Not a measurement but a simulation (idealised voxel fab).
The following process module bears the name voxel released beams.
This is section cut - it's 285 nm across, gridded in 5 nm square cells.
Cross-section, as written here: a square-cell grid given band by band from the top down, where a band holds one or more rows of cells. Top height, bottom height, nm. Materials left to right, width each, nm. Single material + "edge to edge" = fills band edge to edge. "blank" = empty. Heights are measured from 0, the level below which the as-received wafer is all one material; the lowest band has no bottom and continues downward, written as in "top 0, no bottom". When a width is written as two numbers, as in "30..40", the first number is the width in the top row of cells of the band and the second is the width in its bottom row, and the width changes by the same amount from each row to the next. "stayed the same", as given for a step, is the statement that not any cell of the cross-section underwent a change during that step. This entry, "Trapped cavities", enumerates those empty regions of no fewer than 8 cells that possess no open connection to the top. Each region is reported in the form width x height at distance, the distance being taken from the left edge, with all three quantities expressed in nm. If you see something after the settings on a step's line, that's the simulator's own remark about that step. The optional step-line setting "overlay nm" applies to steps with a mask and quantifies how far to the right of its planned location the mask lay, a negative value indicating leftward placement.

## Steps in the process plan
1) RECEIVE: material Si
2) CONFORMAL_DEP: material SiN, thk nm 5
3) DIRECTIONAL_DEP: material SiO2, thk nm 20
4) PATTERN: tone open, mask id ANCHOR, material resist, width nm 30, thk nm 15, overlay nm 0
5) DIRECTIONAL_ETCH: etch materials SiO2, depth nm 20
6) STRIP: etch materials resist
7) CONFORMAL_DEP: material TiN, thk nm 10
8) DIRECTIONAL_DEP: material aC, thk nm 10
9) PATTERN: tone cover, mask id BEAM, material resist, width nm 110, thk nm 25, overlay nm 0
10) DIRECTIONAL_ETCH: etch materials aC, depth nm 10
11) STRIP: etch materials resist
12) DIRECTIONAL_ETCH: etch materials TiN, depth nm 10
13) STRIP: etch materials aC
14) STRIP: etch materials SiO2

## Wafer cross-section on receipt, i.e. after step 1
    top 0, no bottom: Si edge to edge
    Trapped cavities: none

## End-of-module cross-section. Starting structure and process plan as above; one mistake made in running it
    top 35, bottom 25: blank (85), TiN (110), blank (90)
    top 25, bottom 20: SiN edge to edge
    top 20, bottom 0: SiO2 edge to edge
    top 0, no bottom: Si edge to edge
    Trapped cavities: none
Short version of what went wrong: order of steps 2 and 3 inverted relative to the plan
